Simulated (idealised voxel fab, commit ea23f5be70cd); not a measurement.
The process module presented herein is designated voxel transistor to metal.
For reference, the cross-section in this document is cut, with width 165 nm and square cells of 5 nm.
A cross-section is written here as square cells arranged in a grid, and it is given in bands from the top down, each band taking up one or more rows of cells. Band: top height; bottom height; in nm. Then, left to right: material with width in nm, for each material. "everywhere": a single material spanning edge to edge. "blank": empty space. Heights are measured from 0, the level below which the as-received wafer is all one material; the lowest band has no bottom and continues downward, written as in "0 and below". Read "30->40" as a graded width: first number on top, second number at the bottom, same change between each pair of neighbouring rows. The designation "remained the same", where it is given for a processing step, indicates that no cell of the cross-section was altered in the course of that step. Listed in "closed voids": every empty space of 8 or more cells without an open way to the top. Form: width x height at distance, the distance being from the left edge, all in nm. after a step's settings: what the simulator itself notes on the step. The line of a step may include "overlay nm". On a step with a mask, this value is how far to the right of its planned place the mask lay. A negative value means the mask lay to the left.

Process steps - plan:
step 1: RECEIVE with material Si
step 2: CONFORMAL_DEP with material SiO2, thk nm 5
step 3: CONFORMAL_DEP with material SiN, thk nm 15
step 4: PATTERN with tone cover, mask id ACTIVE, material resist, width nm 95, thk nm 15, overlay nm 0
step 5: DIRECTIONAL_ETCH with etch materials SiN, depth nm 15
step 6: DIRECTIONAL_ETCH with etch materials SiO2, depth nm 5
step 7: DIRECTIONAL_ETCH with etch materials Si, depth nm 35
step 8: STRIP with etch materials resist
step 9: FILL_DEP with material SiO2, thk nm 15
step 10: CMP with height nm 20
step 11: SELECTIVE_ETCH with etch materials SiO2, depth nm 10
step 12: STRIP with etch materials SiN
step 13: SELECTIVE_ETCH with etch materials SiO2, depth nm 5
step 14: OXIDIZE with depth nm 5
step 15: DIRECTIONAL_DEP with material polySi, thk nm 25
step 16: DIRECTIONAL_DEP with material SiCN, thk nm 10
step 17: DIRECTIONAL_DEP with material aC, thk nm 15
step 18: PATTERN with tone cover, mask id GATE, material resist, width nm 15, thk nm 30, overlay nm 0
step 19: DIRECTIONAL_ETCH with etch materials aC, depth nm 15
step 20: STRIP with etch materials resist
step 21: DIRECTIONAL_ETCH with etch materials SiCN, depth nm 20
step 22: DIRECTIONAL_ETCH with etch materials polySi, depth nm 35
step 23: STRIP with etch materials aC
step 24: CONFORMAL_DEP with material SiN, thk nm 10
step 25: DIRECTIONAL_ETCH with etch materials SiN, depth nm 10
step 26: DIRECTIONAL_ETCH with etch materials SiO2, depth nm 5
step 27: DIRECTIONAL_ETCH with etch materials Si, depth nm 15
step 28: EPI with material pSi, thk nm 20
step 29: FILL_DEP with material SiO2, thk nm 5
step 30: CMP with height nm 35
step 31: DIRECTIONAL_DEP with material SiO2, thk nm 15
step 32: PATTERN with tone open, mask id CONTACT, material resist, width nm 30, pitch nm 55, thk nm 15, overlay nm 0
step 33: DIRECTIONAL_ETCH with etch materials SiO2, depth nm 35
step 34: STRIP with etch materials resist
step 35: CONFORMAL_DEP with material TiN, thk nm 5
step 36: FILL_DEP with material W, thk nm 10
step 37: CMP with height nm 50
step 38: CONFORMAL_DEP with material SiCN, thk nm 5
step 39: DIRECTIONAL_DEP with material SiO2, thk nm 25
step 40: DIRECTIONAL_DEP with material aC, thk nm 10
step 41: PATTERN with tone open, mask id METAL_1, material resist, width nm 20, pitch nm 65, thk nm 25, overlay nm 0
step 42: DIRECTIONAL_ETCH with etch materials aC, depth nm 10
step 43: STRIP with etch materials resist
step 44: DIRECTIONAL_ETCH with etch materials SiO2, depth nm 25
step 45: DIRECTIONAL_ETCH with etch materials SiCN, depth nm 5
step 46: STRIP with etch materials aC
step 47: CONFORMAL_DEP with material TiN, thk nm 5
step 48: FILL_DEP with material Cu, thk nm 5
step 49: CMP with height nm 80
step 50: CONFORMAL_DEP with material SiCN, thk nm 5
step 51: DIRECTIONAL_DEP with material SiO2, thk nm 30
step 52: DIRECTIONAL_DEP with material aC, thk nm 15
step 53: PATTERN with tone open, mask id METAL_2, material resist, width nm 20, pitch nm 65, thk nm 35, overlay nm 0
step 54: DIRECTIONAL_ETCH with etch materials aC, depth nm 15
step 55: STRIP with etch materials resist
step 56: DIRECTIONAL_ETCH with etch materials SiO2, depth nm 15
step 57: STRIP with etch materials aC
step 58: MASKED_ETCH with tone open, mask id METAL_2_HOLES, width nm 15, pitch nm 65, etch materials SiO2, depth nm 15, overlay nm 0
step 59: MASKED_ETCH with tone open, mask id METAL_2_HOLES, width nm 15, pitch nm 65, etch materials SiCN, depth nm 5, overlay nm 0
step 60: CONFORMAL_DEP with material TiN, thk nm 5
step 61: FILL_DEP with material Cu, thk nm 5
step 62: CMP with height nm 115
step 63: CONFORMAL_DEP with material SiN, thk nm 5

Wafer at receipt (post step 1), cross-section:
    0 and below: Si everywhere
    closed voids: none

Run as planned - first of the two wafers cross-sectioned at the end of the module:
    120 down to 115: SiN everywhere
    115 down to 105: SiO2: 40; TiN: 5; Cu: 10; TiN: 5; SiO2: 45; TiN: 5; Cu: 10; TiN: 5; SiO2: 40
    105 down to 100: SiO2: 40; TiN: 5; Cu: 5; TiN: 10; SiO2: 45; TiN: 5; Cu: 5; TiN: 10; SiO2: 40
    100 down to 85: SiO2: 40; TiN: 5; Cu: 5; TiN: 5; SiO2: 50; TiN: 5; Cu: 5; TiN: 5; SiO2: 45
    85 down to 80: SiCN: 40; TiN: 15; SiCN: 50; TiN: 15; SiCN: 45
    80 down to 55: SiO2: 40; TiN: 5; Cu: 10; TiN: 5; SiO2: 45; TiN: 5; Cu: 10; TiN: 5; SiO2: 40
    55 down to 50: SiCN: 40; TiN: 20; SiCN: 45; TiN: 20; SiCN: 40
    50 down to 40: SiO2: 40; TiN: 5; W: 20; TiN: 5; SiO2: 25; TiN: 5; W: 20; TiN: 5; SiO2: 40
    40 down to 35: SiO2: 40; TiN: 5; W: 15; TiN: 10; SiO2: 25; TiN: 10; W: 15; TiN: 5; SiO2: 40
    35 down to 25: SiO2: 40; TiN: 5; W: 15; TiN: 5; SiN: 10; SiCN: 15; SiN: 10; TiN: 5; W: 15; TiN: 5; SiO2: 40
    25 down to 20: SiO2: 40; TiN: 5; W: 15; TiN: 5; SiN: 10; polySi: 15; SiN: 10; TiN: 5; W: 15; TiN: 5; SiO2: 40
    20 down to 15: SiO2: 40; TiN: 25; SiN: 10; polySi: 15; SiN: 10; TiN: 25; SiO2: 40
    15 down to 5: SiO2: 30; pSi: 35; SiN: 10; polySi: 15; SiN: 10; pSi: 35; SiO2: 30
    5 down to 0: SiO2: 30; SiN: 10; pSi: 25; SiN: 10; polySi: 15; SiN: 10; pSi: 25; SiN: 10; SiO2: 30
    0 down to -5: SiO2: 40; pSi: 25; SiO2: 35; pSi: 25; SiO2: 40
    -5 down to -20: SiO2: 35; Si: 5; pSi: 25; Si: 35; pSi: 25; Si: 5; SiO2: 35
    -20 down to -35: SiO2: 35; Si: 95; SiO2: 35
    -35 and below: Si everywhere
    closed voids: none

second wafer at the end: like start, like plan, one mistake:
    120 down to 115: SiN everywhere
    115 down to 105: SiO2: 40; TiN: 5; Cu: 10; TiN: 5; SiO2: 45; TiN: 5; Cu: 10; TiN: 5; SiO2: 40
    105 down to 100: SiO2: 40; TiN: 5; Cu: 5; TiN: 10; SiO2: 45; TiN: 5; Cu: 5; TiN: 10; SiO2: 40
    100 down to 85: SiO2: 40; TiN: 5; Cu: 5; TiN: 5; SiO2: 50; TiN: 5; Cu: 5; TiN: 5; SiO2: 45
    85 down to 80: SiCN: 40; TiN: 15; SiCN: 50; TiN: 15; SiCN: 45
    80 down to 55: SiO2: 40; TiN: 5; Cu: 10; TiN: 5; SiO2: 45; TiN: 5; Cu: 10; TiN: 5; SiO2: 40
    55 down to 50: SiCN: 40; TiN: 20; SiCN: 45; TiN: 20; SiCN: 40
    50 down to 35: SiO2: 40; TiN: 5; W: 20; TiN: 5; SiO2: 25; TiN: 5; W: 20; TiN: 5; SiO2: 40
    35 down to 30: SiO2: 40; TiN: 5; W: 15; TiN: 10; SiO2: 25; TiN: 10; W: 15; TiN: 5; SiO2: 40
    30 down to 20: SiO2: 40; TiN: 5; W: 15; TiN: 5; SiN: 10; SiCN: 15; SiN: 10; TiN: 5; W: 15; TiN: 5; SiO2: 40
    20 down to 15: SiO2: 40; TiN: 25; SiN: 10; polySi: 15; SiN: 10; TiN: 25; SiO2: 40
    15 down to 5: SiO2: 30; pSi: 35; SiN: 10; polySi: 15; SiN: 10; pSi: 35; SiO2: 30
    5 down to 0: SiO2: 30; SiN: 10; pSi: 25; SiN: 10; polySi: 15; SiN: 10; pSi: 25; SiN: 10; SiO2: 30
    0 down to -5: SiO2: 40; pSi: 25; SiO2: 35; pSi: 25; SiO2: 40
    -5 down to -20: SiO2: 35; Si: 5; pSi: 25; Si: 35; pSi: 25; Si: 5; SiO2: 35
    -20 down to -35: SiO2: 35; Si: 95; SiO2: 35
    -35 and below: Si everywhere
    closed voids: none
Run error: step 15 ran as: DIRECTIONAL_DEP with material polySi, thk nm 20
Once processing is complete, comparing cell counts shows that the second wafer has more or fewer of certain materials than the first: 4 fewer of SiN | 5 more of SiO2 | 2 more of W | 3 fewer of polySi
